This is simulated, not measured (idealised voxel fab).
Proc. module: voxel transistor to metal
The cross-section shown here is cut; it is 185 nm wide and divided into square cells measuring 5 nm on a side.
In what follows, cross-sections appear as grids of square cells, described through bands that run from the top down, where every band is one or more rows of cells.
First you get the band's top height and its bottom height, in nm, and then the materials it's made of, left to right, with each width in nm. If you see a single material with "everywhere", that one covers the band edge to edge. "empty" is empty space.
Measure heights from 0. That's the level where, below it, the as-received wafer is all one material. The lowest band is bottomless and extends downward; write it as in "0 -> down".
The expression "30 to 40" gives the width at the extremes of the band, the first number at its top row of cells and the second at its bottom row, with the width changing by equal amounts from each row to the next in between.
Where the words "nothing different" appear for a step, the cross-section shows no cell changed by that step; every cell remained as before.
So "Listed closed voids" is basically the list of trapped voids: any empty space of 8 cells or more that can't reach the top through an opening. They're written width x height at distance, the distance being from the left edge, and it's all nm.
That trailing text on a step's line, after the settings, is the simulator's own remark on the step.
When a step includes a mask, the "overlay nm" setting on its line states how far to the right of its planned place that mask lay, and negative values state how far to the left.

### plan
1,RECEIVE,material Si
2,CONFORMAL_DEP,material SiO2,thk nm 5
3,CONFORMAL_DEP,material SiN,thk nm 10
4,DIRECTIONAL_DEP,material aC,thk nm 10
5,PATTERN,tone cover,mask id ACTIVE,material resist,width nm 95,thk nm 30,overlay nm 0
6,DIRECTIONAL_ETCH,etch materials aC,depth nm 10
7,STRIP,etch materials resist
8,DIRECTIONAL_ETCH,etch materials SiN,depth nm 10
9,DIRECTIONAL_ETCH,etch materials SiO2,depth nm 5
10,DIRECTIONAL_ETCH,etch materials Si,depth nm 25
11,STRIP,etch materials aC
12,FILL_DEP,material SiO2,thk nm 15
13,CMP,height nm 15
14,SELECTIVE_ETCH,etch materials SiO2,depth nm 5
15,STRIP,etch materials SiN
16,SELECTIVE_ETCH,etch materials SiO2,depth nm 5
17,OXIDIZE,depth nm 5
18,DIRECTIONAL_DEP,material polySi,thk nm 25
19,DIRECTIONAL_DEP,material SiCN,thk nm 15
20,MASKED_ETCH,tone cover,mask id GATE,width nm 25,etch materials SiCN,depth nm 25,overlay nm 0
21,MASKED_ETCH,tone cover,mask id GATE,width nm 25,etch materials polySi,depth nm 35,overlay nm 0
22,CONFORMAL_DEP,material SiN,thk nm 5
23,DIRECTIONAL_ETCH,etch materials SiN,depth nm 5
24,DIRECTIONAL_ETCH,etch materials SiO2,depth nm 5
25,EPI,material SiGe,thk nm 5
26,FILL_DEP,material SiO2,thk nm 10
27,CMP,height nm 25
28,STRIP,etch materials polySi
29,SELECTIVE_ETCH,etch materials SiO2,depth nm 5
30,CONFORMAL_DEP,material HfO2,thk nm 5
31,CONFORMAL_DEP,material TiN,thk nm 5
32,FILL_DEP,material W,thk nm 10
33,CMP,height nm 20
34,DIRECTIONAL_DEP,material SiO2,thk nm 15
35,MASKED_ETCH,tone open,mask id CONTACT,width nm 15,pitch nm 70,etch materials SiO2,depth nm 35,overlay nm 0
36,CONFORMAL_DEP,material TiN,thk nm 5
37,FILL_DEP,material Ru,thk nm 5
38,CMP,height nm 35
39,DIRECTIONAL_DEP,material TiN,thk nm 5
40,DIRECTIONAL_DEP,material Ru,thk nm 15
41,MASKED_ETCH,tone cover,mask id METAL_1,width nm 15,pitch nm 70,etch materials Ru,depth nm 15,overlay nm 0
42,MASKED_ETCH,tone cover,mask id METAL_1,width nm 15,pitch nm 70,etch materials TiN,depth nm 5,overlay nm 0
43,CONFORMAL_DEP,material SiCN,thk nm 5
44,FILL_DEP,material lowk,thk nm 5
45,CMP,height nm 55
46,CONFORMAL_DEP,material SiCN,thk nm 5
47,DIRECTIONAL_DEP,material lowk,thk nm 25
48,DIRECTIONAL_DEP,material aC,thk nm 10
49,PATTERN,tone open,mask id METAL_2,material resist,width nm 15,pitch nm 70,thk nm 30,overlay nm 0
50,DIRECTIONAL_ETCH,etch materials aC,depth nm 10
51,STRIP,etch materials resist
52,DIRECTIONAL_ETCH,etch materials lowk,depth nm 15
53,STRIP,etch materials aC
54,MASKED_ETCH,tone open,mask id METAL_2_HOLES,width nm 15,pitch nm 70,etch materials lowk,depth nm 10,overlay nm 0
55,MASKED_ETCH,tone open,mask id METAL_2_HOLES,width nm 15,pitch nm 70,etch materials SiCN,depth nm 5,overlay nm 0
56,CONFORMAL_DEP,material TiN,thk nm 5
57,FILL_DEP,material Cu,thk nm 5
58,CMP,height nm 85
59,CONFORMAL_DEP,material SiCN,thk nm 5

### Here's what the wafer looked like in cross-section when it arrived - that's after step 1
0 -> down = Si everywhere
Listed closed voids: none

### Figure: cross-sectional view of the wafer upon completion of the module, processed from the initial state and according to the plan depicted above, with one error introduced during execution
90 -> 85 = SiCN everywhere
85 -> 60 = lowk (50); TiN (5); Cu (5); TiN (5); lowk (55); TiN (5); Cu (5); TiN (5); lowk (50)
60 -> 50 = SiCN (50); TiN (15); SiCN (55); TiN (15); SiCN (50)
50 -> 35 = Ru everywhere
35 -> 20 = SiO2 (50); TiN (5); Ru (5); TiN (5); SiO2 (55); TiN (5); Ru (5); TiN (5); SiO2 (50)
20 -> 5 = SiO2 (50); TiN (5); Ru (5); TiN (5); SiO2 (10); SiN (5); HfO2 (5); TiN (5); W (5); TiN (5); HfO2 (5); SiN (5); SiO2 (10); TiN (5); Ru (5); TiN (5); SiO2 (50)
5 -> 0 = SiO2 (40); SiN (5); SiO2 (5); TiN (15); SiO2 (10); SiN (5); HfO2 (5); TiN (15); HfO2 (5); SiN (5); SiO2 (10); TiN (15); SiO2 (5); SiN (5); SiO2 (40)
0 -> -5 = SiO2 (45); SiGe (30); HfO2 (35); SiGe (30); SiO2 (45)
-5 -> -25 = SiO2 (45); Si (95); SiO2 (45)
-25 -> down = Si everywhere
Listed closed voids: none
Plan not followed: steps 39 and 40 swapped
